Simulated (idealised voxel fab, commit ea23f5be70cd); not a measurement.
Presented below is a process module, voxel trench capacitor.
Cross-sectional view cut (width: 275 nm; square cell size: 5 nm).
When this document writes out a cross-section, it uses a grid of square cells and lists it as bands, beginning at the top and moving down, with a band standing for one or more rows of cells.
For a band, the entry starts with two heights in nm, that of the top and then that of the bottom, and carries on with the band's materials in order from left to right, each alongside its width in nm; the word "throughout" beside a single material means it fills the band edge to edge, and "blank" means empty space.
Heights from 0 (as-received wafer is one material below). Bottom band endless downward, as "0 -> down".
Per-row width for "30..40": begins at first number (top row of band), ends at second number (bottom row), increment between rows held constant.
"all unchanged" (step): cross-section cells unchanged, all of them.
Look at "Closed-off voids" for the closed voids: empty spaces with no open path to the top, sized 8 cells or up. Each is width x height at distance, distance from the left edge, all nm.
Read whatever lies past the settings on a step's line as the simulator's own remark about the step.
"overlay nm", when on a step's line for a step with a mask, measures how far to the right of its planned place the mask lay; a negative measure means to the left.
-- Process steps - plan
step 1: op RECEIVE | material Si
step 2: op CONFORMAL_DEP | material SiN | thk nm 10
step 3: op MASKED_ETCH | tone open | mask id TRENCH | width nm 30 | pitch nm 60 | etch materials SiN | depth nm 10 | overlay nm 0
step 4: op MASKED_ETCH | tone open | mask id TRENCH | width nm 30 | pitch nm 60 | etch materials Si | depth nm 25 | overlay nm 0
step 5: op CONFORMAL_DEP | material Al2O3 | thk nm 5
step 6: op CONFORMAL_DEP | material TiN | thk nm 5
step 7: op FILL_DEP | material W | thk nm 10
step 8: op CMP | height nm 10
-- Delivered wafer in cross-section: state after step 1
- 0 -> down  Si throughout
- Closed-off voids: none
-- The cross-section shown corresponds to the wafer at the conclusion of the module. The initial structure and the process plan are those presented above; however, one mistake occurred in executing the plan
- 10 -> 0  30 SiN, 5 Al2O3, 5 TiN, 10 SiN, 5 TiN, 5 Al2O3, 30 SiN, 5 Al2O3, 5 TiN, 10 SiN, 5 TiN, 5 Al2O3, 30 SiN, 5 Al2O3, 5 TiN, 10 SiN, 5 TiN, 5 Al2O3, 30 SiN, 5 Al2O3, 5 TiN, 10 SiN, 5 TiN, 5 Al2O3, 35 SiN
- 0 -> -15  30 Si, 5 Al2O3, 5 TiN, 10 SiN, 5 TiN, 5 Al2O3, 30 Si, 5 Al2O3, 5 TiN, 10 SiN, 5 TiN, 5 Al2O3, 30 Si, 5 Al2O3, 5 TiN, 10 SiN, 5 TiN, 5 Al2O3, 30 Si, 5 Al2O3, 5 TiN, 10 SiN, 5 TiN, 5 Al2O3, 35 Si
- -15 -> -20  30 Si, 5 Al2O3, 20 TiN, 5 Al2O3, 30 Si, 5 Al2O3, 20 TiN, 5 Al2O3, 30 Si, 5 Al2O3, 20 TiN, 5 Al2O3, 30 Si, 5 Al2O3, 20 TiN, 5 Al2O3, 35 Si
- -20 -> -25  30 Si, 30 Al2O3, 30 Si, 30 Al2O3, 30 Si, 30 Al2O3, 30 Si, 30 Al2O3, 35 Si
- -25 -> down  Si throughout
- Closed-off voids: none
In executing the process, a mistake was made relative to the plan: in deviation from the planned setting, step 7 was conducted as op FILL_DEP | material SiN | thk nm 10
